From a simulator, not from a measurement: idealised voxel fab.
The process module presented herein is designated voxel quadruple lines.
Shown is cross-section cut, with a width of 245 nm and square cells of size 5 nm.
A cross-section in this document is a grid of square cells, and it is written down as bands, the top band listed before the ones below it; a band is made up of one or more rows of cells.
Look at the band entry: it leads with the top's height and the bottom's height in nm. Then it lists the materials left to right, with a width in nm for each. The word "all across" on a single material says that material fills the band edge to edge. The word "air" is empty space.
Convention: height 0 is the level below which the wafer, as received, is all one material. The lowest band does not terminate at the bottom but continues downward, represented as "0 nm and below".
Quick explanation for "30 to 40": the width changes in equal steps down the rows of cells, from the first number in the band's top row to the second number in its bottom row.
You'll sometimes find "no modifications" written for a step, and that's the way of saying that nowhere in the cross-section did a cell change during that step.
Empty spaces counting at least 8 cells and having no open way to the top are listed in "Closed void entries". The notation width x height at distance is used for each, the distance being from the left edge and all three values in nm.
Read whatever lies past the settings on a step's line as the simulator's own remark about the step.
"overlay nm", when on a step's line for a step with a mask, measures how far to the right of its planned place the mask lay; a negative measure means to the left.
The process steps that were planned are listed below:
1: RECEIVE | material Si
2: CONFORMAL_DEP | material Al2O3 | thk nm 5
3: DIRECTIONAL_DEP | material TiN | thk nm 10
4: DIRECTIONAL_DEP | material polySi | thk nm 20
5: DIRECTIONAL_DEP | material aC | thk nm 25
6: PATTERN | tone cover | mask id MANDREL | material resist | width nm 35 | pitch nm 100 | thk nm 30 | overlay nm 0
7: DIRECTIONAL_ETCH | etch materials aC | depth nm 25
8: STRIP | etch materials resist
9: CONFORMAL_DEP | material SiO2 | thk nm 15
10: DIRECTIONAL_ETCH | etch materials SiO2 | depth nm 15
11: STRIP | etch materials aC
12: DIRECTIONAL_ETCH | etch materials polySi | depth nm 20
13: STRIP | etch materials SiO2
14: CONFORMAL_DEP | material SiCN | thk nm 10
15: DIRECTIONAL_ETCH | etch materials SiCN | depth nm 10
16: STRIP | etch materials polySi
17: DIRECTIONAL_ETCH | etch materials TiN | depth nm 10
18: STRIP | etch materials SiCN
Cross-section, incoming material, after step 1:
    0 nm and below  Si all across
    Closed void entries: none
Looking at the first of two wafers in cross-section at end of module - ran to plan:
    15 nm to 5 nm  air: 30  TiN: 10  air: 15  TiN: 10  air: 15  TiN: 10  air: 15  TiN: 10  air: 15  TiN: 10  air: 15  TiN: 10  air: 15  TiN: 10  air: 15  TiN: 10  air: 30
    5 nm to 0 nm  Al2O3 all across
    0 nm and below  Si all across
    Closed void entries: none
Same start, same plan as the first wafer - but one mistake in the run. Cross-section of the second of the two at the end of the module:
    10 nm to 0 nm  air: 30  TiN: 10  air: 15  TiN: 10  air: 15  TiN: 10  air: 15  TiN: 10  air: 15  TiN: 10  air: 15  TiN: 10  air: 15  TiN: 10  air: 15  TiN: 10  air: 30
    0 nm and below  Si all across
    Closed void entries: none
It is concluded that the wafer was processed incorrectly with respect to the plan, in that the plan's step 2 was left out and never carried out
Final wafer comparison in cells, second versus first, more or fewer per material: Al2O3 -49
